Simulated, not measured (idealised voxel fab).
You're looking at the process module voxel gate over fins.
This is section cut - it's 160 nm across, gridded in 5 nm square cells.
In this document a cross-section is written as a grid of square cells. It is given as a series of bands, listed from the top down, and a band is one or more rows of cells.
Band: top and bottom heights (nm) first, top before bottom; then materials from left to right, widths in nm. "full width" marks a sole material filling the band edge to edge. "air" denotes empty space.
Measure heights from 0. That's the level where, below it, the as-received wafer is all one material. The lowest band is bottomless and extends downward; write it as in "0 down".
The two numbers in a width such as "30->40" mark its ends across the band: the first belongs to the top row of cells, the second to the bottom row, and from each row to the next the width moves by the same amount.
Basically "remained unchanged" means that step didn't change any cell in the cross-section.
"Trapped cavities" - sealed voids, min. 8 cells, no opening to top; format: width x height at distance (distance from left edge; nm throughout).
Step line, after settings: the simulator's comment on this step.
overlay nm: step with mask; distance mask lay right of planned place; negative value = left of planned place.
# Process steps - plan
step 1: op RECEIVE | material Si
step 2: op CONFORMAL_DEP | material SiN | thk nm 5
step 3: op DIRECTIONAL_DEP | material aC | thk nm 15
step 4: op PATTERN | tone cover | mask id FINS | material resist | width nm 15 | pitch nm 60 | thk nm 30 | overlay nm 0
step 5: op DIRECTIONAL_ETCH | etch materials aC | depth nm 15
step 6: op STRIP | etch materials resist
step 7: op DIRECTIONAL_ETCH | etch materials SiN | depth nm 5
step 8: op DIRECTIONAL_ETCH | etch materials Si | depth nm 40
step 9: op STRIP | etch materials aC
step 10: op OXIDIZE | depth nm 5
step 11: op FILL_DEP | material SiO2 | thk nm 10
step 12: op CMP | height nm 5
step 13: op DIRECTIONAL_DEP | material aC | thk nm 15
step 14: op PATTERN | tone open | mask id RAIL | material resist | width nm 15 | thk nm 35 | overlay nm 0
step 15: op DIRECTIONAL_ETCH | etch materials aC | depth nm 15
step 16: op STRIP | etch materials resist
step 17: op DIRECTIONAL_ETCH | etch materials SiO2 | depth nm 40
step 18: op STRIP | etch materials aC
step 19: op CONFORMAL_DEP | material TiN | thk nm 5
step 20: op FILL_DEP | material W | thk nm 5
step 21: op CMP | height nm 5
step 22: op SELECTIVE_ETCH | etch materials W Ru TiN | depth nm 20
step 23: op FILL_DEP | material SiO2 | thk nm 5
step 24: op CMP | height nm 5
step 25: op SELECTIVE_ETCH | etch materials SiO2 | depth nm 15
step 26: op STRIP | etch materials SiN
step 27: op CONFORMAL_DEP | material HfO2 | thk nm 5
step 28: op CONFORMAL_DEP | material TiN | thk nm 5
step 29: op CONFORMAL_DEP | material TiAl | thk nm 5
step 30: op CONFORMAL_DEP | material TiN | thk nm 5
step 31: op FILL_DEP | material W | thk nm 15
step 32: op CMP | height nm 30
step 33: op CONFORMAL_DEP | material SiCN | thk nm 10
# As-received state of the wafer in cross-section, equivalent to post-step 1
	0 down = Si full width
	Trapped cavities: none
# End-of-module cross-section. Starting structure and process plan as above; one mistake made in running it
	40 to 30 = SiCN full width
	30 to 15 = W full width
	15 to 5 = W (30), then TiN (35), then W (25), then TiN (35), then W (35)
	5 to 0 = TiN (40), then HfO2 (15), then TiN (45), then HfO2 (15), then TiN (45)
	0 to -5 = TiN (40), then HfO2 (5), then Si (5), then HfO2 (5), then TiN (45), then HfO2 (5), then Si (5), then HfO2 (5), then TiN (45)
	-5 to -10 = HfO2 (45), then Si (5), then HfO2 (55), then Si (5), then HfO2 (50)
	-10 to -15 = SiO2 (45), then Si (5), then SiO2 (55), then Si (5), then SiO2 (50)
	-15 to -30 = SiO2 (45), then Si (5), then SiO2 (20), then TiN (5), then W (5), then TiN (5), then SiO2 (20), then Si (5), then SiO2 (50)
	-30 to -35 = SiO2 (45), then Si (5), then SiO2 (20), then TiN (15), then SiO2 (20), then Si (5), then SiO2 (50)
	-35 to -45 = SiO2 (45), then Si (5), then SiO2 (55), then Si (5), then SiO2 (50)
	-45 down = Si full width
	Trapped cavities: none
Here's what went sideways: the plan's step 29 went unexecuted, having been skipped
